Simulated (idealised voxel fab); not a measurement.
Module name: voxel capacitor over wiring (process module)
Shown is cross-section cut, with a width of 180 nm and square cells of size 5 nm.
Just so we're on the same page, the cross-sections are grids of square cells, and they're listed out in bands top to bottom, each band one or more rows deep. Look at the band entry: it leads with the top's height and the bottom's height in nm. Then it lists the materials left to right, with a width in nm for each. The word "throughout" on a single material says that material fills the band edge to edge. The word "empty" is empty space. Note: height 0 marks the level under which the wafer is uniformly one material as received. Lowest band unbounded below, written "0 nm and below". Note: "30->40" means the width goes from the first number (top row of the band) to the second number (bottom row) in equal steps per row of cells. Take "nothing got changed" at face value: in the step it is given for, the cross-section changed in none of its cells. This entry, "Enclosed void listing", enumerates those empty regions of no fewer than 8 cells that possess no open connection to the top. Each region is reported in the form width x height at distance, the distance being taken from the left edge, with all three quantities expressed in nm. Note: text after step settings on the step line = simulator remark on that step. If you see "overlay nm" on a step's line and that step has a mask, it's telling you how far right of where it was planned the mask ended up; a negative number means it went left instead.
Intended process steps:
1) RECEIVE,material Si
2) CONFORMAL_DEP,material SiO2,thk nm 10
3) DIRECTIONAL_DEP,material TiN,thk nm 5
4) DIRECTIONAL_DEP,material Ru,thk nm 20
5) MASKED_ETCH,tone cover,mask id METAL_1,width nm 20,pitch nm 75,etch materials Ru,depth nm 20,overlay nm 0
6) MASKED_ETCH,tone cover,mask id METAL_1,width nm 20,pitch nm 75,etch materials TiN,depth nm 5,overlay nm 0
7) CONFORMAL_DEP,material SiN,thk nm 5
8) FILL_DEP,material SiO2,thk nm 10
9) CMP,height nm 35
10) CONFORMAL_DEP,material SiCN,thk nm 5
11) DIRECTIONAL_DEP,material lowk,thk nm 10
12) PATTERN,tone open,mask id PLUG_1,material resist,width nm 15,thk nm 15,overlay nm 0
13) DIRECTIONAL_ETCH,etch materials lowk,depth nm 10
14) DIRECTIONAL_ETCH,etch materials SiCN,depth nm 5
15) STRIP,etch materials resist
16) CONFORMAL_DEP,material TiN,thk nm 5
17) FILL_DEP,material W,thk nm 10
18) CMP,height nm 50
19) DIRECTIONAL_DEP,material TiN,thk nm 5
20) DIRECTIONAL_DEP,material SiN,thk nm 5
21) DIRECTIONAL_DEP,material TiN,thk nm 10
22) PATTERN,tone cover,mask id UPPER_PLATE,material resist,width nm 60,thk nm 15,overlay nm 0
23) DIRECTIONAL_ETCH,etch materials TiN,depth nm 10
24) DIRECTIONAL_ETCH,etch materials SiN,depth nm 5
25) STRIP,etch materials resist
26) PATTERN,tone cover,mask id LOWER_PLATE,material resist,width nm 70,thk nm 15,overlay nm 0
27) DIRECTIONAL_ETCH,etch materials TiN,depth nm 5
28) STRIP,etch materials resist
29) FILL_DEP,material SiO2,thk nm 15
30) CMP,height nm 80
31) PATTERN,tone open,mask id PLUG_2,material resist,width nm 15,thk nm 15,overlay nm 0
32) DIRECTIONAL_ETCH,etch materials SiO2,depth nm 10
33) STRIP,etch materials resist
34) CONFORMAL_DEP,material TiN,thk nm 5
35) FILL_DEP,material Ru,thk nm 10
36) CMP,height nm 80
37) CONFORMAL_DEP,material SiCN,thk nm 5
So this is the incoming wafer in cross-section - it's already been through step 1:
	0 nm and below: Si throughout
	Enclosed void listing: none
Wafer at module end, in section. Began as above, planned as above, run with one mistake:
	85 nm to 80 nm: SiCN throughout
	80 nm to 75 nm: 55 of SiO2 | 5 of TiN | 5 of Ru | 5 of TiN | 110 of SiO2
	75 nm to 70 nm: 55 of SiO2 | 15 of TiN | 110 of SiO2
	70 nm to 60 nm: 45 of SiO2 | 60 of TiN | 75 of SiO2
	60 nm to 55 nm: 45 of SiO2 | 60 of SiN | 75 of SiO2
	55 nm to 50 nm: 40 of SiO2 | 70 of TiN | 70 of SiO2
	50 nm to 40 nm: 45 of lowk | 5 of TiN | 5 of W | 5 of TiN | 120 of lowk
	40 nm to 35 nm: 45 of SiCN | 15 of TiN | 120 of SiCN
	35 nm to 30 nm: 40 of SiN | 20 of TiN | 55 of SiN | 20 of TiN | 45 of SiN
	30 nm to 10 nm: Ru throughout
	10 nm to 0 nm: SiO2 throughout
	0 nm and below: Si throughout
	Enclosed void listing: none
Where did the run depart from the plan? steps 3 and 4 run out of order (swapped)
